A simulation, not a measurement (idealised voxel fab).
Herein follows the process module entitled voxel self aligned vias.
Square cells of 5 nm make up the cross-section cut, whose width is 180 nm.
Think of the cross-section as a grid of square cells. We describe it in bands, top to bottom, and each band covers one or more rows of those cells.
For a band, the entry starts with two heights in nm, that of the top and then that of the bottom, and carries on with the band's materials in order from left to right, each alongside its width in nm; the word "edge to edge" beside a single material means it fills the band edge to edge, and "blank" means empty space.
The reference from which all heights are counted is 0, the level beneath which the as-received wafer is entirely one material; the lowest band, having no lower bound, proceeds downward and is written after the example "from 0 down".
Width: "30..40" (first number = top row, second number = bottom row, same change from row to row of cells).
You'll sometimes find "stayed the same" written for a step, and that's the way of saying that nowhere in the cross-section did a cell change during that step.
For the entry "Voids lacking openings", the listed items are empty spaces with no open way to the top whose size is 8 cells or more; each item follows the pattern width x height at distance, where distance is from the left edge and all three are in nm.
On each step's line, the part that comes after the settings is the simulator's own comment on the step.
When a step includes a mask, the "overlay nm" setting on its line states how far to the right of its planned place that mask lay, and negative values state how far to the left.

[This section lists the process steps that were planned]
1) RECEIVE | material Si
2) CONFORMAL_DEP | material SiO2 | thk nm 10
3) CONFORMAL_DEP | material SiCN | thk nm 5
4) DIRECTIONAL_DEP | material SiO2 | thk nm 20
5) MASKED_ETCH | tone open | mask id LINES | width nm 25 | pitch nm 70 | etch materials SiO2 | depth nm 20 | overlay nm 0
6) CONFORMAL_DEP | material TiN | thk nm 5
7) FILL_DEP | material W | thk nm 10
8) CMP | height nm 35
9) SELECTIVE_ETCH | etch materials W Ru TiN | depth nm 5
10) FILL_DEP | material SiN | thk nm 10
11) CMP | height nm 35
12) DIRECTIONAL_DEP | material SiO2 | thk nm 20
13) PATTERN | tone open | mask id VIAS | material resist | width nm 35 | pitch nm 70 | thk nm 15 | overlay nm 0
14) DIRECTIONAL_ETCH | etch materials SiO2 | depth nm 20
15) DIRECTIONAL_ETCH | etch materials SiN | depth nm 5
16) STRIP | etch materials resist
17) CONFORMAL_DEP | material TiN | thk nm 5
18) FILL_DEP | material Cu | thk nm 10
19) CMP | height nm 55
20) CONFORMAL_DEP | material SiN | thk nm 5
Be aware that, although all wafers share a common starting state, the width nm at step 13 differs among them, and the plan displays the first wafer's value.

[Cross-section of the first incoming wafer of several, state after step 1]
from 0 down: Si edge to edge
Voids lacking openings: none

[Cross-sectional representation of the first of several wafers at the end of the module, i.e. after its terminal step, step 20]
from 60 to 55: SiN edge to edge
from 55 to 40: 35 of SiO2  5 of TiN  25 of Cu  5 of TiN  35 of SiO2  5 of TiN  25 of Cu  5 of TiN  40 of SiO2
from 40 to 35: 35 of SiO2  10 of TiN  15 of Cu  10 of TiN  35 of SiO2  10 of TiN  15 of Cu  10 of TiN  40 of SiO2
from 35 to 30: 40 of SiO2  25 of TiN  45 of SiO2  25 of TiN  45 of SiO2
from 30 to 20: 40 of SiO2  5 of TiN  15 of W  5 of TiN  45 of SiO2  5 of TiN  15 of W  5 of TiN  45 of SiO2
from 20 to 15: 40 of SiO2  25 of TiN  45 of SiO2  25 of TiN  45 of SiO2
from 15 to 10: SiCN edge to edge
from 10 to 0: SiO2 edge to edge
from 0 down: Si edge to edge
Voids lacking openings: none

[Final wafer cross-section at module end]
from 60 to 55: SiN edge to edge
from 55 to 40: 25 of SiO2  5 of TiN  45 of Cu  5 of TiN  15 of SiO2  5 of TiN  45 of Cu  5 of TiN  30 of SiO2
from 40 to 35: 25 of SiO2  20 of TiN  15 of Cu  20 of TiN  15 of SiO2  20 of TiN  15 of Cu  20 of TiN  30 of SiO2
from 35 to 30: 40 of SiO2  25 of TiN  45 of SiO2  25 of TiN  45 of SiO2
from 30 to 20: 40 of SiO2  5 of TiN  15 of W  5 of TiN  45 of SiO2  5 of TiN  15 of W  5 of TiN  45 of SiO2
from 20 to 15: 40 of SiO2  25 of TiN  45 of SiO2  25 of TiN  45 of SiO2
from 15 to 10: SiCN edge to edge
from 10 to 0: SiO2 edge to edge
from 0 down: Si edge to edge
Voids lacking openings: none

[Heads up, this table goes wafer by wafer. A row tells you, at the end of the module, how many cells of each material that wafer has put on (+) or dropped (-) since it was received, and then its closed voids]
width nm 35; +36 Cu; +36 SiCN; +36 SiN; +264 SiO2; +48 TiN; +12 W; Voids lacking openings: none
width nm 40; +42 Cu; +36 SiCN; +36 SiN; +256 SiO2; +50 TiN; +12 W; Voids lacking openings: none
width nm 45; +48 Cu; +36 SiCN; +36 SiN; +248 SiO2; +52 TiN; +12 W; Voids lacking openings: none
width nm 50; +54 Cu; +36 SiCN; +36 SiN; +240 SiO2; +54 TiN; +12 W; Voids lacking openings: none
width nm 55; +60 Cu; +36 SiCN; +36 SiN; +232 SiO2; +56 TiN; +12 W; Voids lacking openings: none
